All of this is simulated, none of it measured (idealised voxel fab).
process module | voxel ribs on slabs
cross-section cut | 250 nm wide | cells 5 nm
A cross-section is a grid of square cells, given in bands from the top down. A band is one or more rows of cells.
Each band's line starts with the height of the band's top and of its bottom, in nm. Then come its materials from left to right, each with its width in nm. One material with "throughout" fills the band from edge to edge. "air" is empty space.
Height 0 is the level under which the wafer as received is all one material. The lowest band goes on downwards, as in "0 down".
A width such as "30 to 40" changes by the same amount from each row of cells to the next, from the band's top row to its bottom row.
"no change" after a step means that no cell of the cross-section changed.
closed voids: empty space of 8 cells or more with no open way to the top, each as width x height at its distance from the left edge, in nm
after a step's settings: what the simulator itself notes on the step
overlay nm, on a step with a mask: how far to the right of its planned place the mask lay; to the left if negative
plan
1 op RECEIVE | material Si
2 op DIRECTIONAL_DEP | material SiO2 | thk nm 20
3 op DIRECTIONAL_DEP | material polySi | thk nm 15
4 op DIRECTIONAL_DEP | material aC | thk nm 15
5 op PATTERN | tone cover | mask id RIB | material resist | width nm 25 | thk nm 35 | overlay nm 0
6 op DIRECTIONAL_ETCH | etch materials aC | depth nm 15
7 op STRIP | etch materials resist
8 op DIRECTIONAL_ETCH | etch materials polySi | depth nm 10
9 op STRIP | etch materials aC
10 op PATTERN | tone cover | mask id SLAB | material resist | width nm 75 | thk nm 20 | overlay nm 0
11 op DIRECTIONAL_ETCH | etch materials polySi | depth nm 5
12 op STRIP | etch materials resist
13 op FILL_DEP | material SiO2 | thk nm 15
14 op CMP | height nm 45
15 op DIRECTIONAL_DEP | material W | thk nm 10
16 op MASKED_ETCH | tone cover | mask id HEATER | width nm 35 | etch materials W | depth nm 10 | overlay nm 0
17 op CONFORMAL_DEP | material SiN | thk nm 5
as received, after step 1
  0 down: Si throughout
  closed voids: none
first wafer at the end, as planned
  60 to 55: air 100 | SiN 45 | air 105
  55 to 50: air 100 | SiN 5 | W 35 | SiN 5 | air 105
  50 to 45: SiN 105 | W 35 | SiN 110
  45 to 35: SiO2 throughout
  35 to 25: SiO2 110 | polySi 25 | SiO2 115
  25 to 20: SiO2 85 | polySi 75 | SiO2 90
  20 to 0: SiO2 throughout
  0 down: Si throughout
  closed voids: none
second wafer at the end: like start, like plan, one mistake
  60 to 55: air 100 | SiN 45 | air 105
  55 to 50: air 100 | SiN 5 | W 35 | SiN 5 | air 105
  50 to 45: SiN 105 | W 35 | SiN 110
  45 to 35: SiO2 110 to 85 | polySi 25 to 75 | SiO2 115 to 90
  35 to 20: polySi throughout
  20 to 0: SiO2 throughout
  0 down: Si throughout
  closed voids: none
what went wrong: step 3 was run twice
at the end the second wafer has, in cells: 145 fewer of SiO2 | 145 more of polySi
